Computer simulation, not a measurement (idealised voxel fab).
Process module, titled voxel ribs on slabs
cross-section cut | 285 nm wide | cells 5 nm
Format of a cross-section: grid, square cells. Given as bands. Order: top down. Band: one or more rows of cells.
For a band, the entry starts with two heights in nm, that of the top and then that of the bottom, and carries on with the band's materials in order from left to right, each alongside its width in nm; the word "full width" beside a single material means it fills the band edge to edge, and "blank" means empty space.
Heights are measured from 0, the level below which the as-received wafer is all one material; the lowest band has no bottom and continues downward, written as in "from 0 down".
The notation "30->40" denotes a width that varies across the rows of cells in the band, beginning at the first number in the top row, finishing at the second number in the bottom row, and changing by an identical amount from each row to the next.
When a step is marked "stayed the same", none of the cells in the cross-section changed during that step.
Voids not open to the top, 8 cells minimum: see "Unvented cavities". Written width x height at distance; distance is from the left edge; nm.
after a step's settings: what the simulator itself notes on the step
"overlay nm", when on a step's line for a step with a mask, measures how far to the right of its planned place the mask lay; a negative measure means to the left.
Below is the list of planned process steps
- 1: RECEIVE [material Si]
- 2: DIRECTIONAL_DEP [material SiO2] [thk nm 30]
- 3: DIRECTIONAL_DEP [material SiN] [thk nm 15]
- 4: PATTERN [tone cover] [mask id RIB] [material resist] [width nm 25] [thk nm 20] [overlay nm 0]
- 5: DIRECTIONAL_ETCH [etch materials SiN] [depth nm 5]
- 6: STRIP [etch materials resist]
- 7: MASKED_ETCH [tone cover] [mask id SLAB] [width nm 55] [etch materials SiN] [depth nm 10] [overlay nm 0]
- 8: FILL_DEP [material SiO2] [thk nm 20]
- 9: CMP [height nm 55]
- 10: DIRECTIONAL_DEP [material W] [thk nm 10]
- 11: MASKED_ETCH [tone cover] [mask id HEATER] [width nm 35] [etch materials W] [depth nm 10] [overlay nm 0]
- 12: CONFORMAL_DEP [material SiO2] [thk nm 5]
Step 1 complete: cross-section of the wafer as received
  from 0 down | Si full width
  Unvented cavities: none
Cross-sectional result after module completion. Note: starting condition and plan are unchanged from above; one processing mistake was made
  from 70 to 65 | 120 of blank  45 of SiO2  120 of blank
  from 65 to 60 | 120 of blank  5 of SiO2  35 of W  5 of SiO2  120 of blank
  from 60 to 55 | 125 of SiO2  35 of W  125 of SiO2
  from 55 to 45 | SiO2 full width
  from 45 to 40 | 135 of SiO2  15 of SiN  135 of SiO2
  from 40 to 30 | 115 of SiO2  55 of SiN  115 of SiO2
  from 30 to 0 | SiO2 full width
  from 0 down | Si full width
  Unvented cavities: none
Diagnosis: step 4 changed vs plan, executed as PATTERN [tone cover] [mask id RIB] [material resist] [width nm 15] [thk nm 20] [overlay nm 0]
